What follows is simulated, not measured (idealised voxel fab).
process module | voxel tone inversion
cross-section cut | 230 nm wide | cells 5 nm
A cross-section is a grid of square cells, given in bands from the top down. A band is one or more rows of cells.
Each band's line starts with the height of the band's top and of its bottom, in nm. Then come its materials from left to right, each with its width in nm. One material with "throughout" fills the band from edge to edge. "air" is empty space.
Height 0 is the level under which the wafer as received is all one material. The lowest band goes on downwards, as in "0 down".
A width such as "30 to 40" changes by the same amount from each row of cells to the next, from the band's top row to its bottom row.
"no change" after a step means that no cell of the cross-section changed.
closed voids: empty space of 8 cells or more with no open way to the top, each as width x height at its distance from the left edge, in nm
after a step's settings: what the simulator itself notes on the step
overlay nm, on a step with a mask: how far to the right of its planned place the mask lay; to the left if negative
plan
1 op RECEIVE | material Si
2 op CONFORMAL_DEP | material SiCN | thk nm 10
3 op DIRECTIONAL_DEP | material aC | thk nm 25
4 op PATTERN | tone cover | mask id POSTS | material resist | width nm 20 | pitch nm 35 | thk nm 30 | overlay nm 0
5 op DIRECTIONAL_ETCH | etch materials aC | depth nm 25
6 op STRIP | etch materials resist
7 op FILL_DEP | material SiO2 | thk nm 10
8 op CMP | height nm 35
9 op STRIP | etch materials aC
as received, after step 1
  0 down: Si throughout
  closed voids: none
first wafer at the end, as planned
  35 to 10: SiO2 70 | air 20 | SiO2 15 | air 20 | SiO2 15 | air 20 | SiO2 70
  10 to 0: SiCN throughout
  0 down: Si throughout
  closed voids: none
second wafer at the end: like start, like plan, one mistake
  35 to 10: air 70 | SiO2 20 | air 15 | SiO2 20 | air 15 | SiO2 20 | air 70
  10 to 0: SiCN throughout
  0 down: Si throughout
  closed voids: none
what went wrong: step 4 ran as: op PATTERN | tone open | mask id POSTS | material resist | width nm 20 | pitch nm 35 | thk nm 30 | overlay nm 0
at the end the second wafer has, in cells: 110 fewer of SiO2
